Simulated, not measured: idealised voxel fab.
voxel lift off: a process module
This is section cut - it's 295 nm across, gridded in 5 nm square cells.
Throughout this document, each cross-section is represented as a grid of square cells and is presented as a sequence of bands enumerated from the top downward, where a band comprises one or more rows of cells.
Band: top height; bottom height; in nm. Then, left to right: material with width in nm, for each material. "edge to edge": a single material spanning edge to edge. "air": empty space.
Heights are measured from 0, the level below which the as-received wafer is all one material; the lowest band has no bottom and continues downward, written as in "0..down".
The expression "30..40" gives the width at the extremes of the band, the first number at its top row of cells and the second at its bottom row, with the width changing by equal amounts from each row to the next in between.
Given "no alterations made" for a step, no cell of the cross-section differs between before and after that step.
"Tabulated closed voids" specifies each empty space that is not open to the top and that occupies no fewer than 8 cells, using the form width x height at distance, the distance measured from the left edge and all three quantities in nm.
Post-settings text on a step line: simulator's own remark regarding the step.
"overlay nm" denotes, for a step that has a mask, the displacement of the mask to the right of its planned place, with negative values corresponding to the left.

**List of planned process steps**
1,RECEIVE,material Si
2,CONFORMAL_DEP,material SiO2,thk nm 15
3,PATTERN,tone open,mask id LINES,material resist,width nm 15,pitch nm 40,thk nm 15,overlay nm 0
4,DIRECTIONAL_DEP,material Ru,thk nm 5
5,STRIP,etch materials resist
6,CONFORMAL_DEP,material SiCN,thk nm 5
The width nm used in step 3 is not the same on every wafer, whereas the starting condition is; the value printed in the plan is the first wafer's.

**First wafer of several, as received: cross-section after step 1**
  0..down | Si edge to edge
  Tabulated closed voids: none

**first wafer at the end, after step 6**
  25..20 | 115 nm air | 25 nm SiCN | 15 nm air | 25 nm SiCN | 115 nm air
  20..15 | 120 nm SiCN | 15 nm Ru | 25 nm SiCN | 15 nm Ru | 120 nm SiCN
  15..0 | SiO2 edge to edge
  0..down | Si edge to edge
  Tabulated closed voids: none

**Cross-sectional view of the final wafer of several at the module's end**
  25..20 | 110 nm air | 35 nm SiCN | 5 nm air | 35 nm SiCN | 110 nm air
  20..15 | 115 nm SiCN | 25 nm Ru | 15 nm SiCN | 25 nm Ru | 115 nm SiCN
  15..0 | SiO2 edge to edge
  0..down | Si edge to edge
  Tabulated closed voids: none

**Here is how to read the rows: every wafer has a row, and it shows the wafer at the end of the module, giving for each material how many cells were gained (+) or lost (-) since the wafer was received, then listing its closed voids**
width nm 15 | +6 Ru | +63 SiCN | +177 SiO2 | Tabulated closed voids: none
width nm 20 | +8 Ru | +63 SiCN | +177 SiO2 | Tabulated closed voids: none
width nm 25 | +10 Ru | +63 SiCN | +177 SiO2 | Tabulated closed voids: none
